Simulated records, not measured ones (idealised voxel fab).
Module name: voxel capacitor over wiring (process module)
It is cross-section cut that appears here, measuring 275 nm in width, its square cells being 5 nm in size.
How to read a cross-section here: the picture is a grid of square cells, written as bands going from the top down, and any band can span one or more rows of cells. Heights first: top, then bottom, in nm. Then materials, left to right, each with a width in nm. "everywhere" on a single material: fills the band edge to edge. "blank": empty space. For the purposes of this specification, 0 denotes the height below which the wafer in its as-received condition is composed wholly of one material, and the lowermost band, lacking a lower limit, extends downward without end, as expressed in "top 0, no bottom". Note: "30->40" means the width goes from the first number (top row of the band) to the second number (bottom row) in equal steps per row of cells. "nothing different" means the step left every cell of the cross-section as it was. "Fully enclosed voids" means: voids of 8 cells or more that are shut off from the top with no open way through. Written width x height at distance, distance from the left edge, in nm. Whatever follows a step's settings on its line is a remark the simulator itself makes about that step. overlay nm: for a step with a mask, the amount by which the mask lay right of where it was planned; a negative amount means left of it.

[The planned process steps are enumerated hereunder]
| 1 | RECEIVE with material Si |
| 2 | CONFORMAL_DEP with material SiO2, thk nm 15 |
| 3 | CONFORMAL_DEP with material SiCN, thk nm 5 |
| 4 | DIRECTIONAL_DEP with material lowk, thk nm 25 |
| 5 | PATTERN with tone open, mask id METAL_1, material resist, width nm 20, pitch nm 80, thk nm 15, overlay nm 0 |
| 6 | DIRECTIONAL_ETCH with etch materials lowk, depth nm 25 |
| 7 | DIRECTIONAL_ETCH with etch materials SiCN, depth nm 5 |
| 8 | STRIP with etch materials resist |
| 9 | CONFORMAL_DEP with material TiN, thk nm 5 |
| 10 | FILL_DEP with material W, thk nm 10 |
| 11 | CMP with height nm 45 |
| 12 | EPI with material Ru, thk nm 5 |
| 13 | FILL_DEP with material SiCN, thk nm 5 |
| 14 | DIRECTIONAL_DEP with material SiO2, thk nm 10 |
| 15 | PATTERN with tone open, mask id PLUG_1, material resist, width nm 15, thk nm 15, overlay nm 0 |
| 16 | DIRECTIONAL_ETCH with etch materials SiO2, depth nm 10 |
| 17 | DIRECTIONAL_ETCH with etch materials SiCN, depth nm 5 |
| 18 | STRIP with etch materials resist |
| 19 | CONFORMAL_DEP with material TiN, thk nm 5 |
| 20 | FILL_DEP with material W, thk nm 5 |
| 21 | CMP with height nm 65 |
| 22 | DIRECTIONAL_DEP with material TiN, thk nm 5 |
| 23 | DIRECTIONAL_DEP with material SiN, thk nm 5 |
| 24 | DIRECTIONAL_DEP with material TiN, thk nm 10 |
| 25 | DIRECTIONAL_DEP with material aC, thk nm 15 |
| 26 | PATTERN with tone cover, mask id UPPER_PLATE, material resist, width nm 65, thk nm 30, overlay nm 0 |
| 27 | DIRECTIONAL_ETCH with etch materials aC, depth nm 15 |
| 28 | STRIP with etch materials resist |
| 29 | DIRECTIONAL_ETCH with etch materials TiN, depth nm 10 |
| 30 | DIRECTIONAL_ETCH with etch materials SiN, depth nm 5 |
| 31 | STRIP with etch materials aC |
| 32 | PATTERN with tone cover, mask id LOWER_PLATE, material resist, width nm 75, thk nm 15, overlay nm 0 |
| 33 | DIRECTIONAL_ETCH with etch materials TiN, depth nm 5 |
| 34 | STRIP with etch materials resist |
| 35 | FILL_DEP with material SiO2, thk nm 15 |
| 36 | CMP with height nm 95 |
| 37 | MASKED_ETCH with tone open, mask id PLUG_2, width nm 15, etch materials SiO2, depth nm 10, overlay nm 0 |
| 38 | CONFORMAL_DEP with material TiN, thk nm 5 |
| 39 | FILL_DEP with material Ru, thk nm 5 |
| 40 | CMP with height nm 95 |
| 41 | CONFORMAL_DEP with material SiN, thk nm 5 |

[First out of two wafers; run went to plan]

[Incoming wafer in cross-section (state: after step 1)]
  top 0, no bottom  Si everywhere
  Fully enclosed voids: none

[The wafer, seen in cross-section, after step 2]
  top 15, bottom 0  SiO2 everywhere
  Below a height of 0, the structure has not been altered.

[The wafer, seen in cross-section, after step 3]
  top 20, bottom 15  SiCN everywhere
  Below a height of 15, the structure has not been altered.

[The wafer, seen in cross-section, after step 4]
  top 45, bottom 20  lowk everywhere
  Below a height of 20, the structure has not been altered.

[The wafer, seen in cross-section, after step 5]
  top 60, bottom 45  85 nm resist | 20 nm blank | 60 nm resist | 20 nm blank | 90 nm resist
  Below a height of 45, the structure has not been altered.

[The wafer, seen in cross-section, after step 6]
  top 60, bottom 45  85 nm resist | 20 nm blank | 60 nm resist | 20 nm blank | 90 nm resist
  top 45, bottom 20  85 nm lowk | 20 nm blank | 60 nm lowk | 20 nm blank | 90 nm lowk
  Below a height of 20, the structure has not been altered.

[The wafer, seen in cross-section, after step 7]
  top 60, bottom 45  85 nm resist | 20 nm blank | 60 nm resist | 20 nm blank | 90 nm resist
  top 45, bottom 20  85 nm lowk | 20 nm blank | 60 nm lowk | 20 nm blank | 90 nm lowk
  top 20, bottom 15  85 nm SiCN | 20 nm blank | 60 nm SiCN | 20 nm blank | 90 nm SiCN
  Below a height of 15, the structure has not been altered.

[The wafer, seen in cross-section, after step 8]
  top 45, bottom 20  85 nm lowk | 20 nm blank | 60 nm lowk | 20 nm blank | 90 nm lowk
  Below a height of 20, the structure has not been altered.

[The wafer, seen in cross-section, after step 9]
  top 50, bottom 45  90 nm TiN | 10 nm blank | 70 nm TiN | 10 nm blank | 95 nm TiN
  top 45, bottom 20  85 nm lowk | 5 nm TiN | 10 nm blank | 5 nm TiN | 60 nm lowk | 5 nm TiN | 10 nm blank | 5 nm TiN | 90 nm lowk
  top 20, bottom 15  85 nm SiCN | 20 nm TiN | 60 nm SiCN | 20 nm TiN | 90 nm SiCN
  Below a height of 15, the structure has not been altered.

[The wafer, seen in cross-section, after step 10]
  top 60, bottom 50  W everywhere
  top 50, bottom 45  90 nm TiN | 10 nm W | 70 nm TiN | 10 nm W | 95 nm TiN
  top 45, bottom 20  85 nm lowk | 5 nm TiN | 10 nm W | 5 nm TiN | 60 nm lowk | 5 nm TiN | 10 nm W | 5 nm TiN | 90 nm lowk
  Below a height of 20, the structure has not been altered.

[The wafer, seen in cross-section, after step 11]
  top 45, bottom 20  85 nm lowk | 5 nm TiN | 10 nm W | 5 nm TiN | 60 nm lowk | 5 nm TiN | 10 nm W | 5 nm TiN | 90 nm lowk
  Below a height of 20, the structure has not been altered.

[The wafer, seen in cross-section, after step 12]
  top 50, bottom 45  80 nm blank | 30 nm Ru | 50 nm blank | 30 nm Ru | 85 nm blank
  Below a height of 45, the structure has not been altered.

[The wafer, seen in cross-section, after step 13]
  top 55, bottom 50  SiCN everywhere
  top 50, bottom 45  80 nm SiCN | 30 nm Ru | 50 nm SiCN | 30 nm Ru | 85 nm SiCN
  Below a height of 45, the structure has not been altered.

[The wafer, seen in cross-section, after step 14]
  top 65, bottom 55  SiO2 everywhere
  Below a height of 55, the structure has not been altered.

[The wafer, seen in cross-section, after step 15]
  top 80, bottom 65  90 nm resist | 15 nm blank | 170 nm resist
  Below a height of 65, the structure has not been altered.

[The wafer, seen in cross-section, after step 16]
  top 80, bottom 65  90 nm resist | 15 nm blank | 170 nm resist
  top 65, bottom 55  90 nm SiO2 | 15 nm blank | 170 nm SiO2
  Below a height of 55, the structure has not been altered.

[The wafer, seen in cross-section, after step 17]
  top 80, bottom 65  90 nm resist | 15 nm blank | 170 nm resist
  top 65, bottom 55  90 nm SiO2 | 15 nm blank | 170 nm SiO2
  top 55, bottom 50  90 nm SiCN | 15 nm blank | 170 nm SiCN
  Below a height of 50, the structure has not been altered.

[The wafer, seen in cross-section, after step 18]
  top 65, bottom 55  90 nm SiO2 | 15 nm blank | 170 nm SiO2
  Below a height of 55, the structure has not been altered.

[The wafer, seen in cross-section, after step 19]
  top 70, bottom 65  95 nm TiN | 5 nm blank | 175 nm TiN
  top 65, bottom 55  90 nm SiO2 | 5 nm TiN | 5 nm blank | 5 nm TiN | 170 nm SiO2
  top 55, bottom 50  90 nm SiCN | 15 nm TiN | 170 nm SiCN
  Below a height of 50, the structure has not been altered.

[The wafer, seen in cross-section, after step 20]
  top 75, bottom 70  W everywhere
  top 70, bottom 65  95 nm TiN | 5 nm W | 175 nm TiN
  top 65, bottom 55  90 nm SiO2 | 5 nm TiN | 5 nm W | 5 nm TiN | 170 nm SiO2
  Below a height of 55, the structure has not been altered.

[The wafer, seen in cross-section, after step 21]
  top 65, bottom 55  90 nm SiO2 | 5 nm TiN | 5 nm W | 5 nm TiN | 170 nm SiO2
  Below a height of 55, the structure has not been altered.

[The wafer, seen in cross-section, after step 22]
  top 70, bottom 65  TiN everywhere
  Below a height of 65, the structure has not been altered.

[The wafer, seen in cross-section, after step 23]
  top 75, bottom 70  SiN everywhere
  Below a height of 70, the structure has not been altered.

[The wafer, seen in cross-section, after step 24]
  top 85, bottom 75  TiN everywhere
  Below a height of 75, the structure has not been altered.

[The wafer, seen in cross-section, after step 25]
  top 100, bottom 85  aC everywhere
  Below a height of 85, the structure has not been altered.

[The wafer, seen in cross-section, after step 26]
  top 130, bottom 100  90 nm blank | 65 nm resist | 120 nm blank
  Below a height of 100, the structure has not been altered.

[The wafer, seen in cross-section, after step 27]
  top 115, bottom 100  90 nm blank | 65 nm resist | 120 nm blank
  top 100, bottom 85  90 nm blank | 65 nm aC | 120 nm blank
  Below a height of 85, the structure has not been altered.

[The wafer, seen in cross-section, after step 28]
  top 100, bottom 85  90 nm blank | 65 nm aC | 120 nm blank
  Below a height of 85, the structure has not been altered.

[The wafer, seen in cross-section, after step 29]
  top 100, bottom 85  90 nm blank | 65 nm aC | 120 nm blank
  top 85, bottom 75  90 nm blank | 65 nm TiN | 120 nm blank
  Below a height of 75, the structure has not been altered.

[The wafer, seen in cross-section, after step 30]
  top 100, bottom 85  90 nm blank | 65 nm aC | 120 nm blank
  top 85, bottom 75  90 nm blank | 65 nm TiN | 120 nm blank
  top 75, bottom 70  90 nm blank | 65 nm SiN | 120 nm blank
  Below a height of 70, the structure has not been altered.

[The wafer, seen in cross-section, after step 31]
  top 85, bottom 75  90 nm blank | 65 nm TiN | 120 nm blank
  Below a height of 75, the structure has not been altered.

[The wafer, seen in cross-section, after step 32]
  top 100, bottom 85  85 nm blank | 75 nm resist | 115 nm blank
  top 85, bottom 75  85 nm blank | 5 nm resist | 65 nm TiN | 5 nm resist | 115 nm blank
  top 75, bottom 70  85 nm blank | 5 nm resist | 65 nm SiN | 5 nm resist | 115 nm blank
  Below a height of 70, the structure has not been altered.

[The wafer, seen in cross-section, after step 33]
  top 100, bottom 85  85 nm blank | 75 nm resist | 115 nm blank
  top 85, bottom 75  85 nm blank | 5 nm resist | 65 nm TiN | 5 nm resist | 115 nm blank
  top 75, bottom 70  85 nm blank | 5 nm resist | 65 nm SiN | 5 nm resist | 115 nm blank
  top 70, bottom 65  85 nm blank | 75 nm TiN | 115 nm blank
  Below a height of 65, the structure has not been altered.

[The wafer, seen in cross-section, after step 34]
  top 85, bottom 75  90 nm blank | 65 nm TiN | 120 nm blank
  top 75, bottom 70  90 nm blank | 65 nm SiN | 120 nm blank
  Below a height of 70, the structure has not been altered.

[The wafer, seen in cross-section, after step 35]
  top 100, bottom 85  SiO2 everywhere
  top 85, bottom 75  90 nm SiO2 | 65 nm TiN | 120 nm SiO2
  top 75, bottom 70  90 nm SiO2 | 65 nm SiN | 120 nm SiO2
  top 70, bottom 65  85 nm SiO2 | 75 nm TiN | 115 nm SiO2
  Below a height of 65, the structure has not been altered.

[The wafer, seen in cross-section, after step 36]
  top 95, bottom 85  SiO2 everywhere
  Below a height of 85, the structure has not been altered.

[The wafer, seen in cross-section, after step 37]
  top 95, bottom 85  100 nm SiO2 | 15 nm blank | 160 nm SiO2
  Below a height of 85, the structure has not been altered.

[The wafer, seen in cross-section, after step 38]
  top 100, bottom 95  105 nm TiN | 5 nm blank | 165 nm TiN
  top 95, bottom 90  100 nm SiO2 | 5 nm TiN | 5 nm blank | 5 nm TiN | 160 nm SiO2
  top 90, bottom 85  100 nm SiO2 | 15 nm TiN | 160 nm SiO2
  Below a height of 85, the structure has not been altered.

[The wafer, seen in cross-section, after step 39]
  top 105, bottom 100  Ru everywhere
  top 100, bottom 95  105 nm TiN | 5 nm Ru | 165 nm TiN
  top 95, bottom 90  100 nm SiO2 | 5 nm TiN | 5 nm Ru | 5 nm TiN | 160 nm SiO2
  Below a height of 90, the structure has not been altered.

[The wafer, seen in cross-section, after step 40]
  top 95, bottom 90  100 nm SiO2 | 5 nm TiN | 5 nm Ru | 5 nm TiN | 160 nm SiO2
  Below a height of 90, the structure has not been altered.

[The wafer, seen in cross-section, after step 41]
  top 100, bottom 95  SiN everywhere
  Below a height of 95, the structure has not been altered.

[Second wafer. Start and plan as for the first. One mistake made in running. Agrees with the first up to and including step 4]

[Second wafer, cross-section, planned end of step 5]
  top 60, bottom 45  90 nm resist | 15 nm blank | 65 nm resist | 15 nm blank | 90 nm resist
  Below a height of 45, the structure has not been altered.

[Second wafer, cross-section, planned end of step 6]
  top 60, bottom 45  90 nm resist | 15 nm blank | 65 nm resist | 15 nm blank | 90 nm resist
  top 45, bottom 20  90 nm lowk | 15 nm blank | 65 nm lowk | 15 nm blank | 90 nm lowk
  Below a height of 20, the structure has not been altered.

[Second wafer, cross-section, planned end of step 7]
  top 60, bottom 45  90 nm resist | 15 nm blank | 65 nm resist | 15 nm blank | 90 nm resist
  top 45, bottom 20  90 nm lowk | 15 nm blank | 65 nm lowk | 15 nm blank | 90 nm lowk
  top 20, bottom 15  90 nm SiCN | 15 nm blank | 65 nm SiCN | 15 nm blank | 90 nm SiCN
  Below a height of 15, the structure has not been altered.

[Second wafer, cross-section, planned end of step 8]
  top 45, bottom 20  90 nm lowk | 15 nm blank | 65 nm lowk | 15 nm blank | 90 nm lowk
  Below a height of 20, the structure has not been altered.

[Second wafer, cross-section, planned end of step 9]
  top 50, bottom 45  95 nm TiN | 5 nm blank | 75 nm TiN | 5 nm blank | 95 nm TiN
  top 45, bottom 20  90 nm lowk | 5 nm TiN | 5 nm blank | 5 nm TiN | 65 nm lowk | 5 nm TiN | 5 nm blank | 5 nm TiN | 90 nm lowk
  top 20, bottom 15  90 nm SiCN | 15 nm TiN | 65 nm SiCN | 15 nm TiN | 90 nm SiCN
  Below a height of 15, the structure has not been altered.

[Second wafer, cross-section, planned end of step 10]
  top 60, bottom 50  W everywhere
  top 50, bottom 45  95 nm TiN | 5 nm W | 75 nm TiN | 5 nm W | 95 nm TiN
  top 45, bottom 20  90 nm lowk | 5 nm TiN | 5 nm W | 5 nm TiN | 65 nm lowk | 5 nm TiN | 5 nm W | 5 nm TiN | 90 nm lowk
  Below a height of 20, the structure has not been altered.

[Second wafer, cross-section, planned end of step 11]
  top 45, bottom 20  90 nm lowk | 5 nm TiN | 5 nm W | 5 nm TiN | 65 nm lowk | 5 nm TiN | 5 nm W | 5 nm TiN | 90 nm lowk
  Below a height of 20, the structure has not been altered.

[Second wafer, cross-section, planned end of step 12]
  top 50, bottom 45  85 nm blank | 25 nm Ru | 55 nm blank | 25 nm Ru | 85 nm blank
  Below a height of 45, the structure has not been altered.

[Second wafer, cross-section, planned end of step 13]
  top 55, bottom 50  SiCN everywhere
  top 50, bottom 45  85 nm SiCN | 25 nm Ru | 55 nm SiCN | 25 nm Ru | 85 nm SiCN
  Below a height of 45, the structure has not been altered.

[Second wafer, cross-section, planned end of step 14]
  top 65, bottom 55  SiO2 everywhere
  Below a height of 55, the structure has not been altered.

[Second wafer, cross-section, planned end of step 15]
  top 80, bottom 65  90 nm resist | 15 nm blank | 170 nm resist
  Below a height of 65, the structure has not been altered.

[Second wafer, cross-section, planned end of step 16]
  top 80, bottom 65  90 nm resist | 15 nm blank | 170 nm resist
  top 65, bottom 55  90 nm SiO2 | 15 nm blank | 170 nm SiO2
  Below a height of 55, the structure has not been altered.

[Second wafer, cross-section, planned end of step 17]
  top 80, bottom 65  90 nm resist | 15 nm blank | 170 nm resist
  top 65, bottom 55  90 nm SiO2 | 15 nm blank | 170 nm SiO2
  top 55, bottom 50  90 nm SiCN | 15 nm blank | 170 nm SiCN
  Below a height of 50, the structure has not been altered.

[Second wafer, cross-section, planned end of step 18]
  top 65, bottom 55  90 nm SiO2 | 15 nm blank | 170 nm SiO2
  Below a height of 55, the structure has not been altered.

[Second wafer, cross-section, planned end of step 19]
  top 70, bottom 65  95 nm TiN | 5 nm blank | 175 nm TiN
  top 65, bottom 55  90 nm SiO2 | 5 nm TiN | 5 nm blank | 5 nm TiN | 170 nm SiO2
  top 55, bottom 50  90 nm SiCN | 15 nm TiN | 170 nm SiCN
  Below a height of 50, the structure has not been altered.

[Second wafer, cross-section, planned end of step 20]
  top 75, bottom 70  W everywhere
  top 70, bottom 65  95 nm TiN | 5 nm W | 175 nm TiN
  top 65, bottom 55  90 nm SiO2 | 5 nm TiN | 5 nm W | 5 nm TiN | 170 nm SiO2
  Below a height of 55, the structure has not been altered.

[Second wafer, cross-section, planned end of step 21]
  top 65, bottom 55  90 nm SiO2 | 5 nm TiN | 5 nm W | 5 nm TiN | 170 nm SiO2
  Below a height of 55, the structure has not been altered.

[Second wafer, cross-section, planned end of step 22]
  top 70, bottom 65  TiN everywhere
  Below a height of 65, the structure has not been altered.

[Second wafer, cross-section, planned end of step 23]
  top 75, bottom 70  SiN everywhere
  Below a height of 70, the structure has not been altered.

[Second wafer, cross-section, planned end of step 24]
  top 85, bottom 75  TiN everywhere
  Below a height of 75, the structure has not been altered.

[Second wafer, cross-section, planned end of step 25]
  top 100, bottom 85  aC everywhere
  Below a height of 85, the structure has not been altered.

[Second wafer, cross-section, planned end of step 26]
  top 130, bottom 100  90 nm blank | 65 nm resist | 120 nm blank
  Below a height of 100, the structure has not been altered.

[Second wafer, cross-section, planned end of step 27]
  top 115, bottom 100  90 nm blank | 65 nm resist | 120 nm blank
  top 100, bottom 85  90 nm blank | 65 nm aC | 120 nm blank
  Below a height of 85, the structure has not been altered.

[Second wafer, cross-section, planned end of step 28]
  top 100, bottom 85  90 nm blank | 65 nm aC | 120 nm blank
  Below a height of 85, the structure has not been altered.

[Second wafer, cross-section, planned end of step 29]
  top 100, bottom 85  90 nm blank | 65 nm aC | 120 nm blank
  top 85, bottom 75  90 nm blank | 65 nm TiN | 120 nm blank
  Below a height of 75, the structure has not been altered.

[Second wafer, cross-section, planned end of step 30]
  top 100, bottom 85  90 nm blank | 65 nm aC | 120 nm blank
  top 85, bottom 75  90 nm blank | 65 nm TiN | 120 nm blank
  top 75, bottom 70  90 nm blank | 65 nm SiN | 120 nm blank
  Below a height of 70, the structure has not been altered.

[Second wafer, cross-section, planned end of step 31]
  top 85, bottom 75  90 nm blank | 65 nm TiN | 120 nm blank
  Below a height of 75, the structure has not been altered.

[Second wafer, cross-section, planned end of step 32]
  top 100, bottom 85  85 nm blank | 75 nm resist | 115 nm blank
  top 85, bottom 75  85 nm blank | 5 nm resist | 65 nm TiN | 5 nm resist | 115 nm blank
  top 75, bottom 70  85 nm blank | 5 nm resist | 65 nm SiN | 5 nm resist | 115 nm blank
  Below a height of 70, the structure has not been altered.

[Second wafer, cross-section, planned end of step 33]
  top 100, bottom 85  85 nm blank | 75 nm resist | 115 nm blank
  top 85, bottom 75  85 nm blank | 5 nm resist | 65 nm TiN | 5 nm resist | 115 nm blank
  top 75, bottom 70  85 nm blank | 5 nm resist | 65 nm SiN | 5 nm resist | 115 nm blank
  top 70, bottom 65  85 nm blank | 75 nm TiN | 115 nm blank
  Below a height of 65, the structure has not been altered.

[Second wafer, cross-section, planned end of step 34]
  top 85, bottom 75  90 nm blank | 65 nm TiN | 120 nm blank
  top 75, bottom 70  90 nm blank | 65 nm SiN | 120 nm blank
  Below a height of 70, the structure has not been altered.

[Second wafer, cross-section, planned end of step 35]
  top 100, bottom 85  SiO2 everywhere
  top 85, bottom 75  90 nm SiO2 | 65 nm TiN | 120 nm SiO2
  top 75, bottom 70  90 nm SiO2 | 65 nm SiN | 120 nm SiO2
  top 70, bottom 65  85 nm SiO2 | 75 nm TiN | 115 nm SiO2
  Below a height of 65, the structure has not been altered.

[Second wafer, cross-section, planned end of step 36]
  top 95, bottom 85  SiO2 everywhere
  Below a height of 85, the structure has not been altered.

[Second wafer, cross-section, planned end of step 37]
  top 95, bottom 85  100 nm SiO2 | 15 nm blank | 160 nm SiO2
  Below a height of 85, the structure has not been altered.

[Second wafer, cross-section, planned end of step 38]
  top 100, bottom 95  105 nm TiN | 5 nm blank | 165 nm TiN
  top 95, bottom 90  100 nm SiO2 | 5 nm TiN | 5 nm blank | 5 nm TiN | 160 nm SiO2
  top 90, bottom 85  100 nm SiO2 | 15 nm TiN | 160 nm SiO2
  Below a height of 85, the structure has not been altered.

[Second wafer, cross-section, planned end of step 39]
  top 105, bottom 100  Ru everywhere
  top 100, bottom 95  105 nm TiN | 5 nm Ru | 165 nm TiN
  top 95, bottom 90  100 nm SiO2 | 5 nm TiN | 5 nm Ru | 5 nm TiN | 160 nm SiO2
  Below a height of 90, the structure has not been altered.

[Second wafer, cross-section, planned end of step 40]
  top 95, bottom 90  100 nm SiO2 | 5 nm TiN | 5 nm Ru | 5 nm TiN | 160 nm SiO2
  Below a height of 90, the structure has not been altered.

[Second wafer, cross-section, planned end of step 41]
  top 100, bottom 95  SiN everywhere
  Below a height of 95, the structure has not been altered.
What was the processing mistake? step 5, actual vs plan mismatch, actual run PATTERN with tone open, mask id METAL_1, material resist, width nm 15, pitch nm 80, thk nm 15, overlay nm 0
Once processing is complete, comparing cell counts shows that the second wafer has more or fewer of certain materials than the first: Ru: 2 fewer | SiCN: 4 more | TiN: 2 fewer | W: 10 fewer | lowk: 10 more
